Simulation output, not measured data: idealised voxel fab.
The document below concerns the process module designated voxel self aligned vias.
Each square cell in cross-section cut measures 5 nm, and the section as a whole is 185 nm wide.
Bands, listed from the top down, are how a cross-section gets written in this document; the cross-section itself is a grid of square cells, and a band is one or more rows of them.
Each band's line starts with the height of the band's top and of its bottom, in nm. Then come its materials from left to right, each with its width in nm. One material with "throughout" fills the band from edge to edge. "air" is empty space.
Zero point of the height axis is 0; under it, received wafer = one material. Lowest band: continues down indefinitely, "0 down".
Width: "30->40" (first number = top row, second number = bottom row, same change from row to row of cells).
You'll sometimes find "stayed the same" written for a step, and that's the way of saying that nowhere in the cross-section did a cell change during that step.
"Sealed voids" enumerates empty spaces isolated from the top, with no open way to it, that contain at least 8 cells, giving each as width x height at distance from the left edge, all three in nm.
Note: text after step settings on the step line = simulator remark on that step.
You can add "overlay nm" to a step's line. For a step with a mask, it describes how far the mask lay to the right of its planned position, and a negative number describes a lay to the left.

### Process steps foreseen in the plan
1 RECEIVE: material Si
2 CONFORMAL_DEP: material SiO2, thk nm 15
3 CONFORMAL_DEP: material SiCN, thk nm 5
4 DIRECTIONAL_DEP: material lowk, thk nm 30
5 PATTERN: tone open, mask id LINES, material resist, width nm 20, pitch nm 60, thk nm 15, overlay nm 0
6 DIRECTIONAL_ETCH: etch materials lowk, depth nm 30
7 STRIP: etch materials resist
8 CONFORMAL_DEP: material TiN, thk nm 5
9 FILL_DEP: material Ru, thk nm 10
10 CMP: height nm 50
11 SELECTIVE_ETCH: etch materials W Ru TiN, depth nm 10
12 FILL_DEP: material SiN, thk nm 10
13 CMP: height nm 50
14 DIRECTIONAL_DEP: material lowk, thk nm 15
15 PATTERN: tone open, mask id VIAS, material resist, width nm 30, pitch nm 60, thk nm 20, overlay nm 0
16 DIRECTIONAL_ETCH: etch materials lowk, depth nm 15
17 DIRECTIONAL_ETCH: etch materials SiN, depth nm 10
18 STRIP: etch materials resist
19 CONFORMAL_DEP: material TiN, thk nm 5
20 FILL_DEP: material Ru, thk nm 5
21 CMP: height nm 65
22 CONFORMAL_DEP: material SiN, thk nm 5

### Incoming wafer in cross-section (state: after step 1)
    0 down: Si throughout
    Sealed voids: none

### Cross-sectional view of the first of the two wafers upon completion of the module, processed in accordance with the plan
    70 to 65: SiN throughout
    65 to 55: 15 lowk, 5 TiN, 20 Ru, 5 TiN, 30 lowk, 5 TiN, 20 Ru, 5 TiN, 30 lowk, 5 TiN, 20 Ru, 5 TiN, 20 lowk
    55 to 45: 15->20 lowk, 10->5 TiN, 10 Ru, 10->5 TiN, 30->40 lowk, 10->5 TiN, 10 Ru, 10->5 TiN, 30->40 lowk, 10->5 TiN, 10 Ru, 10->5 TiN, 20->25 lowk
    45 to 40: 20 lowk, 20 TiN, 40 lowk, 20 TiN, 40 lowk, 20 TiN, 25 lowk
    40 to 25: 20 lowk, 5 TiN, 10 Ru, 5 TiN, 40 lowk, 5 TiN, 10 Ru, 5 TiN, 40 lowk, 5 TiN, 10 Ru, 5 TiN, 25 lowk
    25 to 20: 20 lowk, 20 TiN, 40 lowk, 20 TiN, 40 lowk, 20 TiN, 25 lowk
    20 to 15: SiCN throughout
    15 to 0: SiO2 throughout
    0 down: Si throughout
    Sealed voids: none

### Cross-sectional view of the second of two wafers upon completion of the module. This wafer shared its starting condition and process plan with the first; one error was made during its execution
    70 to 65: SiN throughout
    65 to 45: 15 lowk, 5 TiN, 20 Ru, 5 TiN, 30 lowk, 5 TiN, 20 Ru, 5 TiN, 30 lowk, 5 TiN, 20 Ru, 5 TiN, 20 lowk
    45 to 40: 15 lowk, 30 TiN, 30 lowk, 30 TiN, 30 lowk, 30 TiN, 20 lowk
    40 to 35: 15 lowk, 10 TiN, 10 Ru, 10 TiN, 30 lowk, 10 TiN, 10 Ru, 10 TiN, 30 lowk, 10 TiN, 10 Ru, 10 TiN, 20 lowk
    35 to 25: 20 lowk, 5 TiN, 10 Ru, 5 TiN, 40 lowk, 5 TiN, 10 Ru, 5 TiN, 40 lowk, 5 TiN, 10 Ru, 5 TiN, 25 lowk
    25 to 20: 20 lowk, 20 TiN, 40 lowk, 20 TiN, 40 lowk, 20 TiN, 25 lowk
    20 to 15: SiCN throughout
    15 to 0: SiO2 throughout
    0 down: Si throughout
    Sealed voids: none
In executing the process, a mistake was made relative to the plan: the plan's step 16 ran twice
at the end the second wafer has, in cells: Ru: 12 more; TiN: 6 more; lowk: 18 fewer
